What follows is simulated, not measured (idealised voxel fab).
Title: Process Module voxel plated lines
This is section cut - it's 225 nm across, gridded in 5 nm square cells.
When this document writes out a cross-section, it uses a grid of square cells and lists it as bands, beginning at the top and moving down, with a band standing for one or more rows of cells. Each band's line starts with the height of the band's top and of its bottom, in nm. Then come its materials from left to right, each with its width in nm. One material with "throughout" fills the band from edge to edge. "blank" is empty space. For the purposes of this specification, 0 denotes the height below which the wafer in its as-received condition is composed wholly of one material, and the lowermost band, lacking a lower limit, extends downward without end, as expressed in "0 nm and below". Graded width ("30..40"): value in top row of band = first number; value in bottom row = second number; row-to-row change constant. "left unchanged" for a step: no cell of the cross-section changed in that step. Any empty space of 8 cells or more lacking an open way to the top shows up in "Listed closed voids" as width x height at distance, distance from the left edge, in nm. The remark found on a step's line after its settings is issued by the simulator itself and pertains to that step. On any step carrying a mask, the "overlay nm" setting, if present on the step's line, tells how far right of its planned place the mask lay; negative values point to the left.
-- Set out below are the planned steps of the process
1) RECEIVE (material Si)
2) CONFORMAL_DEP (material SiO2; thk nm 5)
3) DIRECTIONAL_DEP (material TiN; thk nm 5)
4) PATTERN (tone open; mask id LINES; material resist; width nm 30; pitch nm 45; thk nm 30; overlay nm 0)
5) EPI (material Ru; thk nm 10)
6) EPI (material Ru; thk nm 10)
7) STRIP (etch materials resist)
8) DIRECTIONAL_ETCH (etch materials TiN; depth nm 5)
9) CONFORMAL_DEP (material SiN; thk nm 10)
-- First wafer, two in total, run as planned
-- Cross-section, incoming material, after step 1
* 0 nm and below: Si throughout
* Listed closed voids: none
-- You're looking at a cross-section of the wafer after step 2
* 5 nm to 0 nm: SiO2 throughout
* Whatever lies below 0 is exactly as it was before.
-- You're looking at a cross-section of the wafer after step 3
* 10 nm to 5 nm: TiN throughout
* Whatever lies below 5 is exactly as it was before.
-- You're looking at a cross-section of the wafer after step 4
* 40 nm to 10 nm: resist (50)  blank (30)  resist (15)  blank (30)  resist (15)  blank (30)  resist (55)
* Whatever lies below 10 is exactly as it was before.
-- You're looking at a cross-section of the wafer after step 5
* 40 nm to 20 nm: resist (50)  blank (30)  resist (15)  blank (30)  resist (15)  blank (30)  resist (55)
* 20 nm to 10 nm: resist (50)  Ru (30)  resist (15)  Ru (30)  resist (15)  Ru (30)  resist (55)
* Whatever lies below 10 is exactly as it was before.
-- You're looking at a cross-section of the wafer after step 6
* 40 nm to 30 nm: resist (50)  blank (30)  resist (15)  blank (30)  resist (15)  blank (30)  resist (55)
* 30 nm to 10 nm: resist (50)  Ru (30)  resist (15)  Ru (30)  resist (15)  Ru (30)  resist (55)
* Whatever lies below 10 is exactly as it was before.
-- You're looking at a cross-section of the wafer after step 7
* 30 nm to 10 nm: blank (50)  Ru (30)  blank (15)  Ru (30)  blank (15)  Ru (30)  blank (55)
* Whatever lies below 10 is exactly as it was before.
-- You're looking at a cross-section of the wafer after step 8
* 30 nm to 10 nm: blank (50)  Ru (30)  blank (15)  Ru (30)  blank (15)  Ru (30)  blank (55)
* 10 nm to 5 nm: blank (50)  TiN (30)  blank (15)  TiN (30)  blank (15)  TiN (30)  blank (55)
* Whatever lies below 5 is exactly as it was before.
-- You're looking at a cross-section of the wafer after step 9
* 40 nm to 30 nm: blank (40)  SiN (140)  blank (45)
* 30 nm to 15 nm: blank (40)  SiN (10)  Ru (30)  SiN (15)  Ru (30)  SiN (15)  Ru (30)  SiN (10)  blank (45)
* 15 nm to 10 nm: SiN (50)  Ru (30)  SiN (15)  Ru (30)  SiN (15)  Ru (30)  SiN (55)
* 10 nm to 5 nm: SiN (50)  TiN (30)  SiN (15)  TiN (30)  SiN (15)  TiN (30)  SiN (55)
* Whatever lies below 5 is exactly as it was before.
-- second wafer: like start, like plan, one mistake. Through step 8 it matches the first wafer
Second wafer, cross-section, planned end of step 9: left unchanged
Short version of what went wrong: the run left out plan step 9 entirely, so it was never executed
Wafer comparison, final, in cells, second relative to first, materials more or fewer: SiN: 140 fewer
